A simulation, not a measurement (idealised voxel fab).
Name of the process module below: voxel tone inversion
Cross-section cut: width 200 nm, square cells of 5 nm.
Notation: cross-section as square-cell grid; stated in bands, top first, going down; one or more cell rows per band.
Band entry format. Leading values: height of top, height of bottom, nm. Remainder: materials in left-to-right order, each with its width in nm. Special words: "edge to edge" on a single material, which then fills the band edge to edge; "blank", empty space.
Basically, 0 is our baseline, since under it the wafer straight out of the box is all one material. The bottom band has no lower end and keeps on going down, so it looks like "0 nm and below".
A width such as "30->40" changes by the same amount from each row of cells to the next, from the band's top row to its bottom row.
Basically "remains unaltered" means that step didn't change any cell in the cross-section.
"Closed cavity list" enumerates empty spaces isolated from the top, with no open way to it, that contain at least 8 cells, giving each as width x height at distance from the left edge, all three in nm.
Anything after a step's settings on that line? It's the simulator's own note about the step.
A step line may carry the setting "overlay nm", which, for steps involving a mask, states the distance by which the mask lay to the right of its intended position; negative values denote displacement to the left.
[Steps planned for the process]
step 1: op RECEIVE | material Si
step 2: op CONFORMAL_DEP | material SiN | thk nm 5
step 3: op DIRECTIONAL_DEP | material aC | thk nm 20
step 4: op PATTERN | tone cover | mask id POSTS | material resist | width nm 25 | pitch nm 40 | thk nm 30 | overlay nm 0
step 5: op DIRECTIONAL_ETCH | etch materials aC | depth nm 20
step 6: op STRIP | etch materials resist
step 7: op FILL_DEP | material lowk | thk nm 10
step 8: op CMP | height nm 25
step 9: op STRIP | etch materials aC
step 10: op CONFORMAL_DEP | material TiN | thk nm 5
step 11: op FILL_DEP | material Cu | thk nm 10
step 12: op CMP | height nm 25
step 13: op CONFORMAL_DEP | material SiN | thk nm 5
[Cross-section of the wafer upon arrival, representing the state reached after step 1]
	0 nm and below = Si edge to edge
	Closed cavity list: none
[The plan above was carried out on the starting structure above with one mistake, and this cross-section shows the wafer at the end of the module]
	30 nm to 20 nm = SiN edge to edge
	20 nm to 0 nm = aC edge to edge
	0 nm and below = Si edge to edge
	Closed cavity list: none
Deviation from plan: ran 2 and 3 in swapped order versus the plan
